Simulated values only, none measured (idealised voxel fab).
process module | voxel trench capacitor
cross-section cut | 285 nm wide | cells 5 nm
A cross-section is a grid of square cells, given in bands from the top down. A band is one or more rows of cells.
Each band's line starts with the height of the band's top and of its bottom, in nm. Then come its materials from left to right, each with its width in nm. One material with "throughout" fills the band from edge to edge. "air" is empty space.
Height 0 is the level under which the wafer as received is all one material. The lowest band goes on downwards, as in "0 down".
A width such as "30 to 40" changes by the same amount from each row of cells to the next, from the band's top row to its bottom row.
"no change" after a step means that no cell of the cross-section changed.
closed voids: empty space of 8 cells or more with no open way to the top, each as width x height at its distance from the left edge, in nm
after a step's settings: what the simulator itself notes on the step
overlay nm, on a step with a mask: how far to the right of its planned place the mask lay; to the left if negative
plan
1 op RECEIVE | material Si
2 op CONFORMAL_DEP | material SiN | thk nm 10
3 op DIRECTIONAL_DEP | material aC | thk nm 10
4 op PATTERN | tone open | mask id TRENCH | material resist | width nm 25 | pitch nm 50 | thk nm 30 | overlay nm 0
5 op DIRECTIONAL_ETCH | etch materials aC | depth nm 10
6 op STRIP | etch materials resist
7 op DIRECTIONAL_ETCH | etch materials SiN | depth nm 10
8 op DIRECTIONAL_ETCH | etch materials Si | depth nm 30
9 op STRIP | etch materials aC
10 op CONFORMAL_DEP | material SiO2 | thk nm 5
11 op FILL_DEP | material polySi | thk nm 10
12 op CMP | height nm 10
as received, after step 1
  0 down: Si throughout
  closed voids: none
first wafer at the end, as planned
  10 to 0: SiN 105 | SiO2 5 | polySi 15 | SiO2 5 | SiN 25 | SiO2 5 | polySi 15 | SiO2 5 | SiN 105
  0 to -25: Si 105 | SiO2 5 | polySi 15 | SiO2 5 | Si 25 | SiO2 5 | polySi 15 | SiO2 5 | Si 105
  -25 to -30: Si 105 | SiO2 25 | Si 25 | SiO2 25 | Si 105
  -30 down: Si throughout
  closed voids: none
second wafer at the end: like start, like plan, one mistake
  15 to 10: SiO2 110 | polySi 15 | SiO2 35 | polySi 15 | SiO2 110
  10 to 0: SiN 105 | SiO2 5 | polySi 15 | SiO2 5 | SiN 25 | SiO2 5 | polySi 15 | SiO2 5 | SiN 105
  0 to -25: Si 105 | SiO2 5 | polySi 15 | SiO2 5 | Si 25 | SiO2 5 | polySi 15 | SiO2 5 | Si 105
  -25 to -30: Si 105 | SiO2 25 | Si 25 | SiO2 25 | Si 105
  -30 down: Si throughout
  closed voids: none
what went wrong: step 12 ran as: op CMP | height nm 15
at the end the second wafer has, in cells: 51 more of SiO2 | 6 more of polySi
